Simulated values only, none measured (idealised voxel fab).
The name of this process module is voxel self aligned vias.
The cross-section shown here is cut; it is 165 nm wide and divided into square cells measuring 5 nm on a side.
Notation: cross-section as square-cell grid; stated in bands, top first, going down; one or more cell rows per band.
For a band, the entry starts with two heights in nm, that of the top and then that of the bottom, and carries on with the band's materials in order from left to right, each alongside its width in nm; the word "throughout" beside a single material means it fills the band edge to edge, and "air" means empty space.
Height reference: 0 = level under which incoming wafer is all one material. Lowest band: no bottom, runs on downward, e.g. "z 0 and below".
Quick explanation for "30..40": the width changes in equal steps down the rows of cells, from the first number in the band's top row to the second number in its bottom row.
You'll sometimes find "stayed the same" written for a step, and that's the way of saying that nowhere in the cross-section did a cell change during that step.
Closed-off voids of 8+ cells (no open route to the top) go in "Closed void inventory", written width x height at distance from the left edge, in nm.
Formally, on a step line, whatever follows the settings is a remark that the simulator itself makes on the step.
"overlay nm", when on a step's line for a step with a mask, measures how far to the right of its planned place the mask lay; a negative measure means to the left.
HERE'S WHAT THE PLANNED PROCESS STEPS LOOK LIKE
step 1: op RECEIVE | material Si
step 2: op CONFORMAL_DEP | material SiO2 | thk nm 15
step 3: op CONFORMAL_DEP | material SiCN | thk nm 5
step 4: op DIRECTIONAL_DEP | material lowk | thk nm 20
step 5: op PATTERN | tone open | mask id LINES | material resist | width nm 20 | pitch nm 60 | thk nm 15 | overlay nm 0
step 6: op DIRECTIONAL_ETCH | etch materials lowk | depth nm 20
step 7: op STRIP | etch materials resist
step 8: op CONFORMAL_DEP | material TiN | thk nm 5
step 9: op FILL_DEP | material Ru | thk nm 10
step 10: op CMP | height nm 40
step 11: op SELECTIVE_ETCH | etch materials W Ru TiN | depth nm 5
step 12: op FILL_DEP | material SiN | thk nm 10
step 13: op CMP | height nm 40
step 14: op DIRECTIONAL_DEP | material lowk | thk nm 20
step 15: op MASKED_ETCH | tone open | mask id VIAS | width nm 30 | etch materials lowk | depth nm 20 | overlay nm 0
step 16: op MASKED_ETCH | tone open | mask id VIAS | width nm 40 | etch materials SiN | depth nm 5 | overlay nm 0
step 17: op CONFORMAL_DEP | material TiN | thk nm 5
step 18: op FILL_DEP | material W | thk nm 10
step 19: op CMP | height nm 60
step 20: op CONFORMAL_DEP | material SiCN | thk nm 5
Across this set of wafers, the varied parameter is the width nm of step 15. Starting conditions are identical for every wafer, and the plan reports the value assigned to the first wafer.
AFTER STEP 1, AS RECEIVED: FIRST OF SEVERAL WAFERS, CROSS-SECTION
  z 0 and below  Si throughout
  Closed void inventory: none
BASICALLY EACH WAFER GETS A LINE IN THE TABLE, SHOWING IT AT THE END OF THE MODULE: MATERIAL BY MATERIAL, THE CELLS IT GAINED (+) OR LOST (-) SINCE WE GOT IT, THEN ITS CLOSED VOIDS
width nm 30, +8 Ru, +66 SiCN, +4 SiN, +99 SiO2, +30 TiN, +14 W, +208 lowk, Closed void inventory: none
width nm 35, +8 Ru, +66 SiCN, +4 SiN, +99 SiO2, +31 TiN, +17 W, +204 lowk, Closed void inventory: none
width nm 40, +8 Ru, +66 SiCN, +4 SiN, +99 SiO2, +32 TiN, +20 W, +200 lowk, Closed void inventory: none
width nm 45, +8 Ru, +66 SiCN, +4 SiN, +99 SiO2, +33 TiN, +23 W, +196 lowk, Closed void inventory: none
width nm 50, +8 Ru, +66 SiCN, +4 SiN, +99 SiO2, +34 TiN, +26 W, +192 lowk, Closed void inventory: none
width nm 55, +8 Ru, +66 SiCN, +4 SiN, +99 SiO2, +35 TiN, +29 W, +188 lowk, Closed void inventory: none
